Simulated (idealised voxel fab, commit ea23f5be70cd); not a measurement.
A process module follows: voxel fin reveal.
It is cross-section cut that appears here, measuring 280 nm in width, its square cells being 5 nm in size.
How to read a cross-section here: the picture is a grid of square cells, written as bands going from the top down, and any band can span one or more rows of cells. Each band's line starts with the height of the band's top and of its bottom, in nm. Then come its materials from left to right, each with its width in nm. One material with "edge to edge" fills the band from edge to edge. "air" is empty space. It should be noted that heights are counted from 0, beneath which the wafer as supplied is of one material throughout, and that the lowest band possesses no lower boundary but continues downward, as written in "0 nm and below". Graded width ("30 to 40"): value in top row of band = first number; value in bottom row = second number; row-to-row change constant. Basically "no change occurred" means that step didn't change any cell in the cross-section. If an empty space has no open way to the top and is at least 8 cells in size, "Sealed void listing" lists it, written width x height at distance, where distance is measured from the left edge and every value is in nm. That trailing text on a step's line, after the settings, is the simulator's own remark on the step. "overlay nm", when on a step's line for a step with a mask, measures how far to the right of its planned place the mask lay; a negative measure means to the left.

plan
1) RECEIVE, material Si
2) CONFORMAL_DEP, material SiN, thk nm 5
3) DIRECTIONAL_DEP, material aC, thk nm 15
4) PATTERN, tone cover, mask id FINS, material resist, width nm 15, pitch nm 40, thk nm 30, overlay nm 0
5) DIRECTIONAL_ETCH, etch materials aC, depth nm 15
6) STRIP, etch materials resist
7) DIRECTIONAL_ETCH, etch materials SiN, depth nm 5
8) DIRECTIONAL_ETCH, etch materials Si, depth nm 40
9) STRIP, etch materials aC
10) FILL_DEP, material SiO2, thk nm 5
11) CMP, height nm 5
12) SELECTIVE_ETCH, etch materials SiO2, depth nm 35
13) STRIP, etch materials SiN

The first of a set of two wafers, run to plan

Incoming wafer, cross-sectional view, post step 1
* 0 nm and below  Si edge to edge
* Sealed void listing: none

After step 2: wafer cross-section
* 5 nm to 0 nm  SiN edge to edge
* below 0: unchanged

After step 3: wafer cross-section
* 20 nm to 5 nm  aC edge to edge
* below 5: unchanged

After step 4: wafer cross-section
* 50 nm to 20 nm  70 of air; 15 of resist; 25 of air; 15 of resist; 25 of air; 15 of resist; 25 of air; 15 of resist; 75 of air
* below 20: unchanged

After step 5: wafer cross-section
* 35 nm to 20 nm  70 of air; 15 of resist; 25 of air; 15 of resist; 25 of air; 15 of resist; 25 of air; 15 of resist; 75 of air
* 20 nm to 5 nm  70 of air; 15 of aC; 25 of air; 15 of aC; 25 of air; 15 of aC; 25 of air; 15 of aC; 75 of air
* below 5: unchanged

After step 6: wafer cross-section
* 20 nm to 5 nm  70 of air; 15 of aC; 25 of air; 15 of aC; 25 of air; 15 of aC; 25 of air; 15 of aC; 75 of air
* below 5: unchanged

After step 7: wafer cross-section
* 20 nm to 5 nm  70 of air; 15 of aC; 25 of air; 15 of aC; 25 of air; 15 of aC; 25 of air; 15 of aC; 75 of air
* 5 nm to 0 nm  70 of air; 15 of SiN; 25 of air; 15 of SiN; 25 of air; 15 of SiN; 25 of air; 15 of SiN; 75 of air
* below 0: unchanged

After step 8: wafer cross-section
* 20 nm to 5 nm  70 of air; 15 of aC; 25 of air; 15 of aC; 25 of air; 15 of aC; 25 of air; 15 of aC; 75 of air
* 5 nm to 0 nm  70 of air; 15 of SiN; 25 of air; 15 of SiN; 25 of air; 15 of SiN; 25 of air; 15 of SiN; 75 of air
* 0 nm to -40 nm  70 of air; 15 of Si; 25 of air; 15 of Si; 25 of air; 15 of Si; 25 of air; 15 of Si; 75 of air
* below -40: unchanged

After step 9: wafer cross-section
* 5 nm to 0 nm  70 of air; 15 of SiN; 25 of air; 15 of SiN; 25 of air; 15 of SiN; 25 of air; 15 of SiN; 75 of air
* below 0: unchanged

After step 10: wafer cross-section
* 10 nm to 5 nm  SiO2 edge to edge
* 5 nm to 0 nm  70 of SiO2; 15 of SiN; 25 of SiO2; 15 of SiN; 25 of SiO2; 15 of SiN; 25 of SiO2; 15 of SiN; 75 of SiO2
* 0 nm to -40 nm  70 of SiO2; 15 of Si; 25 of SiO2; 15 of Si; 25 of SiO2; 15 of Si; 25 of SiO2; 15 of Si; 75 of SiO2
* below -40: unchanged

After step 11: wafer cross-section
* 5 nm to 0 nm  70 of SiO2; 15 of SiN; 25 of SiO2; 15 of SiN; 25 of SiO2; 15 of SiN; 25 of SiO2; 15 of SiN; 75 of SiO2
* below 0: unchanged

After step 12: wafer cross-section
* 5 nm to 0 nm  70 of air; 15 of SiN; 25 of air; 15 of SiN; 25 of air; 15 of SiN; 25 of air; 15 of SiN; 75 of air
* 0 nm to -30 nm  70 of air; 15 of Si; 25 of air; 15 of Si; 25 of air; 15 of Si; 25 of air; 15 of Si; 75 of air
* below -30: unchanged

After step 13: wafer cross-section
* 0 nm to -30 nm  70 of air; 15 of Si; 25 of air; 15 of Si; 25 of air; 15 of Si; 25 of air; 15 of Si; 75 of air
* below -30: unchanged

The remaining wafer, second of the two, started like the first and was run to the same plan, except that one mistake was made along the way; the two coincide through step 3, inclusive

Second wafer profile in section, at the moment step 4 of the plan was meant to be complete
* 50 nm to 20 nm  70 of air; 20 of resist; 20 of air; 20 of resist; 20 of air; 20 of resist; 20 of air; 20 of resist; 70 of air
* below 20: unchanged

Second wafer profile in section, at the moment step 5 of the plan was meant to be complete
* 35 nm to 20 nm  70 of air; 20 of resist; 20 of air; 20 of resist; 20 of air; 20 of resist; 20 of air; 20 of resist; 70 of air
* 20 nm to 5 nm  70 of air; 20 of aC; 20 of air; 20 of aC; 20 of air; 20 of aC; 20 of air; 20 of aC; 70 of air
* below 5: unchanged

Second wafer profile in section, at the moment step 6 of the plan was meant to be complete
* 20 nm to 5 nm  70 of air; 20 of aC; 20 of air; 20 of aC; 20 of air; 20 of aC; 20 of air; 20 of aC; 70 of air
* below 5: unchanged

Second wafer profile in section, at the moment step 7 of the plan was meant to be complete
* 20 nm to 5 nm  70 of air; 20 of aC; 20 of air; 20 of aC; 20 of air; 20 of aC; 20 of air; 20 of aC; 70 of air
* 5 nm to 0 nm  70 of air; 20 of SiN; 20 of air; 20 of SiN; 20 of air; 20 of SiN; 20 of air; 20 of SiN; 70 of air
* below 0: unchanged

Second wafer profile in section, at the moment step 8 of the plan was meant to be complete
* 20 nm to 5 nm  70 of air; 20 of aC; 20 of air; 20 of aC; 20 of air; 20 of aC; 20 of air; 20 of aC; 70 of air
* 5 nm to 0 nm  70 of air; 20 of SiN; 20 of air; 20 of SiN; 20 of air; 20 of SiN; 20 of air; 20 of SiN; 70 of air
* 0 nm to -40 nm  70 of air; 20 of Si; 20 of air; 20 of Si; 20 of air; 20 of Si; 20 of air; 20 of Si; 70 of air
* below -40: unchanged

Second wafer profile in section, at the moment step 9 of the plan was meant to be complete
* 5 nm to 0 nm  70 of air; 20 of SiN; 20 of air; 20 of SiN; 20 of air; 20 of SiN; 20 of air; 20 of SiN; 70 of air
* below 0: unchanged

Second wafer profile in section, at the moment step 10 of the plan was meant to be complete
* 10 nm to 5 nm  SiO2 edge to edge
* 5 nm to 0 nm  70 of SiO2; 20 of SiN; 20 of SiO2; 20 of SiN; 20 of SiO2; 20 of SiN; 20 of SiO2; 20 of SiN; 70 of SiO2
* 0 nm to -40 nm  70 of SiO2; 20 of Si; 20 of SiO2; 20 of Si; 20 of SiO2; 20 of Si; 20 of SiO2; 20 of Si; 70 of SiO2
* below -40: unchanged

Second wafer profile in section, at the moment step 11 of the plan was meant to be complete
* 5 nm to 0 nm  70 of SiO2; 20 of SiN; 20 of SiO2; 20 of SiN; 20 of SiO2; 20 of SiN; 20 of SiO2; 20 of SiN; 70 of SiO2
* below 0: unchanged

Second wafer profile in section, at the moment step 12 of the plan was meant to be complete
* 5 nm to 0 nm  70 of air; 20 of SiN; 20 of air; 20 of SiN; 20 of air; 20 of SiN; 20 of air; 20 of SiN; 70 of air
* 0 nm to -30 nm  70 of air; 20 of Si; 20 of air; 20 of Si; 20 of air; 20 of Si; 20 of air; 20 of Si; 70 of air
* below -30: unchanged

Second wafer profile in section, at the moment step 13 of the plan was meant to be complete
* 0 nm to -30 nm  70 of air; 20 of Si; 20 of air; 20 of Si; 20 of air; 20 of Si; 20 of air; 20 of Si; 70 of air
* below -30: unchanged
Misprocessing identified: for step 4, the planned setting was not used; the step was instead run as PATTERN, tone cover, mask id FINS, material resist, width nm 20, pitch nm 40, thk nm 30, overlay nm 0
At the finish, the second wafer shows more or fewer cells for some materials than the first does: 32 more of Si, 8 fewer of SiO2
